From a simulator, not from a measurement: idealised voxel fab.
Documented hereafter: the process module known as voxel self aligned contacts.
Xsec cut, 225 nm wide, square cell size 5 nm.
Cross-section, as written here: a square-cell grid given band by band from the top down, where a band holds one or more rows of cells. Heads up on the band format: heights come first, top then bottom, in nm. After that it's the materials left to right, each with its width in nm. A single material flagged "edge to edge" fills the whole band edge to edge, and "empty" means there's empty space there. Convention: height 0 is the level below which the wafer, as received, is all one material. The lowest band does not terminate at the bottom but continues downward, represented as "0 nm and below". Note: "30->40" means the width goes from the first number (top row of the band) to the second number (bottom row) in equal steps per row of cells. The designation "no alterations made", where it is given for a processing step, indicates that no cell of the cross-section was altered in the course of that step. The label "Unvented voids" introduces a list of the empty spaces, 8 cells or larger, that have no open way up to the top; each entry in it reads width x height at distance, where the distance is taken from the left edge and all three are stated in nm. Heads up: the bit after the settings on a step's line is the simulator's remark on that step. "overlay nm" answers the question of how far to the right of plan the mask lay on a step that has a mask, and when it is negative the answer is to the left.

List of planned process steps
| 1 | RECEIVE | material Si |
| 2 | OXIDIZE | depth nm 5 |
| 3 | DIRECTIONAL_DEP | material polySi | thk nm 30 |
| 4 | DIRECTIONAL_DEP | material SiN | thk nm 20 |
| 5 | PATTERN | tone cover | mask id GATE | material resist | width nm 35 | pitch nm 65 | thk nm 15 | overlay nm 0 |
| 6 | DIRECTIONAL_ETCH | etch materials SiN | depth nm 20 |
| 7 | DIRECTIONAL_ETCH | etch materials polySi | depth nm 30 |
| 8 | STRIP | etch materials resist |
| 9 | CONFORMAL_DEP | material SiN | thk nm 5 |
| 10 | DIRECTIONAL_ETCH | etch materials SiN | depth nm 5 |
| 11 | FILL_DEP | material SiO2 | thk nm 15 |
| 12 | CMP | height nm 60 |
| 13 | DIRECTIONAL_DEP | material aC | thk nm 15 |
| 14 | PATTERN | tone open | mask id CONTACT | material resist | width nm 50 | pitch nm 65 | thk nm 30 | overlay nm 0 |
| 15 | DIRECTIONAL_ETCH | etch materials aC | depth nm 15 |
| 16 | STRIP | etch materials resist |
| 17 | DIRECTIONAL_ETCH | etch materials SiO2 | depth nm 65 |
| 18 | STRIP | etch materials aC |
| 19 | CONFORMAL_DEP | material TiN | thk nm 5 |
| 20 | FILL_DEP | material W | thk nm 10 |
| 21 | CMP | height nm 60 |
| 22 | CONFORMAL_DEP | material SiN | thk nm 5 |

Incoming wafer, cross-sectional view, post step 1
	0 nm and below = Si edge to edge
	Unvented voids: none

First wafer of two, sectioned at end of module; run went per plan
	65 nm to 60 nm = SiN edge to edge
	60 nm to 50 nm = 55 of SiO2, then 5->20 of TiN, then 40->10 of W, then 5->20 of TiN, then 15 of SiO2, then 5->20 of TiN, then 40->10 of W, then 5->20 of TiN, then 55 of SiO2
	50 nm to 30 nm = 25 of SiO2, then 45 of SiN, then 5 of TiN, then 10 of W, then 5 of TiN, then 45 of SiN, then 5 of TiN, then 10 of W, then 5 of TiN, then 45 of SiN, then 25 of SiO2
	30 nm to 0 nm = 25 of SiO2, then 5 of SiN, then 35 of polySi, then 5 of SiN, then 5 of TiN, then 10 of W, then 5 of TiN, then 5 of SiN, then 35 of polySi, then 5 of SiN, then 5 of TiN, then 10 of W, then 5 of TiN, then 5 of SiN, then 35 of polySi, then 5 of SiN, then 25 of SiO2
	0 nm to -5 nm = 70 of SiO2, then 20 of TiN, then 45 of SiO2, then 20 of TiN, then 70 of SiO2
	-5 nm and below = Si edge to edge
	Unvented voids: none

Cross-section at end of module for the second wafer of two, which matched the first in starting point and plan and differed by one mistake in its processing
	65 nm to 60 nm = SiN edge to edge
	60 nm to 55 nm = 50 of W, then 5 of TiN, then 50 of SiO2, then 5 of TiN, then 5 of W, then 5 of TiN, then 50 of SiO2, then 5 of TiN, then 50 of W
	55 nm to 50 nm = 20 of W, then 35 of TiN, then 50 of SiO2, then 15 of TiN, then 50 of SiO2, then 35 of TiN, then 20 of W
	50 nm to 30 nm = 20 of W, then 5 of TiN, then 45 of SiN, then 20 of SiO2, then 45 of SiN, then 20 of SiO2, then 45 of SiN, then 5 of TiN, then 20 of W
	30 nm to 0 nm = 20 of W, then 5 of TiN, then 5 of SiN, then 35 of polySi, then 5 of SiN, then 20 of SiO2, then 5 of SiN, then 35 of polySi, then 5 of SiN, then 20 of SiO2, then 5 of SiN, then 35 of polySi, then 5 of SiN, then 5 of TiN, then 20 of W
	0 nm to -5 nm = 25 of TiN, then 175 of SiO2, then 25 of TiN
	-5 nm and below = Si edge to edge
	Unvented voids: none
What broke from the plan during processing? step 14 was not run as planned; what actually ran was PATTERN | tone cover | mask id CONTACT | material resist | width nm 50 | pitch nm 65 | thk nm 30 | overlay nm 0
Final wafer comparison in cells, second versus first, more or fewer per material: SiO2 -32 | TiN -17 | W +49
